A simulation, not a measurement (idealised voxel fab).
Proc. module: voxel double patterning
170 nm wide, 5 nm square cells: that's cross-section cut.
Just so we're on the same page, the cross-sections are grids of square cells, and they're listed out in bands top to bottom, each band one or more rows deep. Heads up on the band format: heights come first, top then bottom, in nm. After that it's the materials left to right, each with its width in nm. A single material flagged "edge to edge" fills the whole band edge to edge, and "empty" means there's empty space there. We count height from 0. Below that, the starting wafer is all one material. The lowest band never ends at the bottom but goes on down; see "0 nm and below" for how that is written. You'd read "30 to 40" like this: the band's top row of cells is as wide as the first number, its bottom row is as wide as the second, and going down, every row changes width by the same amount as the row before did. The designation "no change occurred", where it is given for a processing step, indicates that no cell of the cross-section was altered in the course of that step. Under "Closed empty spaces" you'll find the enclosed gaps, the ones with no way out to the top, that are 8 cells or bigger; each reads width x height at distance, with distance counted from the left edge, everything in nm. Heads up: the bit after the settings on a step's line is the simulator's remark on that step. overlay nm: mask offset rightward from planned place, masked step; negative means leftward offset.

Planned step list for the process:
- 1: RECEIVE: material Si
- 2: CONFORMAL_DEP: material SiN, thk nm 10
- 3: DIRECTIONAL_DEP: material SiO2, thk nm 10
- 4: DIRECTIONAL_DEP: material SiCN, thk nm 5
- 5: MASKED_ETCH: tone open, mask id FIRST, width nm 15, pitch nm 50, etch materials SiCN, depth nm 5, overlay nm 0
- 6: PATTERN: tone open, mask id SECOND, material resist, width nm 15, thk nm 20, overlay nm 0
- 7: DIRECTIONAL_ETCH: etch materials SiCN, depth nm 5
- 8: STRIP: etch materials resist
- 9: DIRECTIONAL_ETCH: etch materials SiO2, depth nm 10
- 10: STRIP: etch materials SiCN

So this is the incoming wafer in cross-section - it's already been through step 1:
- 0 nm and below  Si edge to edge
- Closed empty spaces: none

Cross-sectional image of the first of two wafers at the end of the module, the run having proceeded as planned:
- 20 nm to 10 nm  SiO2=50, empty=15, SiO2=10, empty=15, SiO2=10, empty=15, SiO2=55
- 10 nm to 0 nm  SiN edge to edge
- 0 nm and below  Si edge to edge
- Closed empty spaces: none

second wafer at the end: like start, like plan, one mistake:
- 20 nm to 10 nm  SiO2=50, empty=15, SiO2=10, empty=15, SiO2=10, empty=15, SiO2=55
- 10 nm to 0 nm  SiO2 edge to edge
- 0 nm and below  Si edge to edge
- Closed empty spaces: none
Which mistake was made when the wafer was run? it should be noted that step 2 was executed with settings other than those planned, the operation and settings actually applied being CONFORMAL_DEP: material SiO2, thk nm 10
Cell-count delta at end, second wafer over first, by material: SiN -68, SiO2 +68
